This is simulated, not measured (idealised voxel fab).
The name of this process module is voxel self aligned contacts.
Pictured: cross-section cut, 170 nm wide, on a grid of 5 nm square cells.
A cross-section in this document is a grid of square cells, and it is written down as bands, the top band listed before the ones below it; a band is made up of one or more rows of cells.
What a band's entry tells you: where the top is and where the bottom is, as heights in nm, and after that what lies inside, material by material from left to right, each with its width in nm. Empty space is written as the word "air", and a single material marked with the word "full width" occupies the band from edge to edge.
Ref level 0: as-received wafer is one material below here. Bottom band extends down with no lower bound ("from 0 down").
Top row gets the first number, bottom row gets the second, and each row in between changes by the same step: that is how a band width like "30 to 40" works.
Given "no alterations made" for a step, no cell of the cross-section differs between before and after that step.
Voids not open to the top, 8 cells minimum: see "Enclosed void inventory". Written width x height at distance; distance is from the left edge; nm.
Formally, on a step line, whatever follows the settings is a remark that the simulator itself makes on the step.
"overlay nm", when on a step's line for a step with a mask, measures how far to the right of its planned place the mask lay; a negative measure means to the left.
Listed below are the process steps as planned
- 1: RECEIVE: material Si
- 2: OXIDIZE: depth nm 5
- 3: DIRECTIONAL_DEP: material polySi, thk nm 30
- 4: DIRECTIONAL_DEP: material SiN, thk nm 20
- 5: PATTERN: tone cover, mask id GATE, material resist, width nm 25, pitch nm 50, thk nm 20, overlay nm 0
- 6: DIRECTIONAL_ETCH: etch materials SiN, depth nm 20
- 7: DIRECTIONAL_ETCH: etch materials polySi, depth nm 30
- 8: STRIP: etch materials resist
- 9: CONFORMAL_DEP: material SiN, thk nm 5
- 10: DIRECTIONAL_ETCH: etch materials SiN, depth nm 5
- 11: FILL_DEP: material SiO2, thk nm 15
- 12: CMP: height nm 55
- 13: MASKED_ETCH: tone open, mask id CONTACT, width nm 35, etch materials SiO2, depth nm 60, overlay nm 0
- 14: CONFORMAL_DEP: material TiN, thk nm 5
- 15: FILL_DEP: material W, thk nm 10
- 16: CMP: height nm 55
- 17: CONFORMAL_DEP: material SiCN, thk nm 5
Cross-sectional view of the wafer in its as-received condition, corresponding to the state after step 1
- from 0 down: Si full width
- Enclosed void inventory: none
Look at the cross-section after the module: the wafer started out the way shown above and the plan was the one shown above, yet one mistake was made along the way
- from 60 to 55: SiCN full width
- from 55 to 50: SiO2: 65  TiN: 15  W: 5  TiN: 15  SiO2: 70
- from 50 to 30: SiO2: 40  SiN: 35  TiN: 5  W: 5  TiN: 5  SiN: 35  SiO2: 45
- from 30 to 10: SiO2: 40  SiN: 5  polySi: 25  SiN: 5  TiN: 5  W: 5  TiN: 5  SiN: 5  polySi: 25  SiN: 5  SiO2: 45
- from 10 to 5: SiO2: 40  SiN: 5  polySi: 25  SiN: 5  TiN: 15  SiN: 5  polySi: 25  SiN: 5  SiO2: 45
- from 5 to 0: SiN: 45  polySi: 25  SiN: 25  polySi: 25  SiN: 50
- from 0 to -5: SiO2 full width
- from -5 down: Si full width
- Enclosed void inventory: none
Short version of what went wrong: the executed order of steps 9 and 10 is the reverse of that specified in the plan, each step having taken the other's position
